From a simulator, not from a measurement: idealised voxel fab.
voxel released beams: a process module
For reference, the cross-section in this document is cut, with width 260 nm and square cells of 5 nm.
The cross-sections in this document take the form of a grid made of square cells. They are written out as bands, in order from top to bottom. Each band consists of one or more rows of cells. Basically the band line says how high the top is and how high the bottom is, in nm, and then what's in it from left to right, every material with its width in nm. Empty space shows up as "air", and if a single material carries "throughout" it runs the full band edge to edge. Basically, 0 is our baseline, since under it the wafer straight out of the box is all one material. The bottom band has no lower end and keeps on going down, so it looks like "z 0 and below". A two-number width, for instance "30 to 40", indicates that the width is equal to the first number in the top row of the band and to the second number in the bottom row, and that it changes by a constant amount per row of cells. "remained the same" -> step changed no cross-section cell. Look at "Enclosed cavity list" for the closed voids: empty spaces with no open path to the top, sized 8 cells or up. Each is width x height at distance, distance from the left edge, all nm. The remark found on a step's line after its settings is issued by the simulator itself and pertains to that step. A step line may carry the setting "overlay nm", which, for steps involving a mask, states the distance by which the mask lay to the right of its intended position; negative values denote displacement to the left.

The planned process steps are enumerated hereunder:
- 1: RECEIVE [material Si]
- 2: CONFORMAL_DEP [material Al2O3] [thk nm 5]
- 3: DIRECTIONAL_DEP [material SiO2] [thk nm 10]
- 4: MASKED_ETCH [tone open] [mask id ANCHOR] [width nm 45] [etch materials SiO2] [depth nm 10] [overlay nm 0]
- 5: CONFORMAL_DEP [material polySi] [thk nm 15]
- 6: PATTERN [tone cover] [mask id BEAM] [material resist] [width nm 130] [thk nm 20] [overlay nm 0]
- 7: DIRECTIONAL_ETCH [etch materials polySi] [depth nm 15]
- 8: STRIP [etch materials resist]
- 9: STRIP [etch materials SiO2]

Cross-section of the wafer at receipt, which is the condition after step 1:
> z 0 and below = Si throughout
> Enclosed cavity list: none

End-of-module cross-section of the first of two wafers, processed as planned:
> z 30 to 20 = 60 nm air, 20 nm polySi, 15 nm air, 95 nm polySi, 70 nm air
> z 20 to 15 = 60 nm air, 130 nm polySi, 70 nm air
> z 15 to 5 = 65 nm air, 45 nm polySi, 150 nm air
> z 5 to 0 = Al2O3 throughout
> z 0 and below = Si throughout
> Enclosed cavity list: none

This cross-section belongs to the second wafer of two at the end of the module; the start and the plan were shared with the first, and the run included one mistake:
> z 0 and below = Si throughout
> Enclosed cavity list: none
Deviation noted in wafer processing: step 2 ran with different settings than intended, the actual operation and settings being CONFORMAL_DEP [material SiO2] [thk nm 5]
Cell-count delta at end, second wafer over first, by material: -52 Al2O3 | -90 polySi
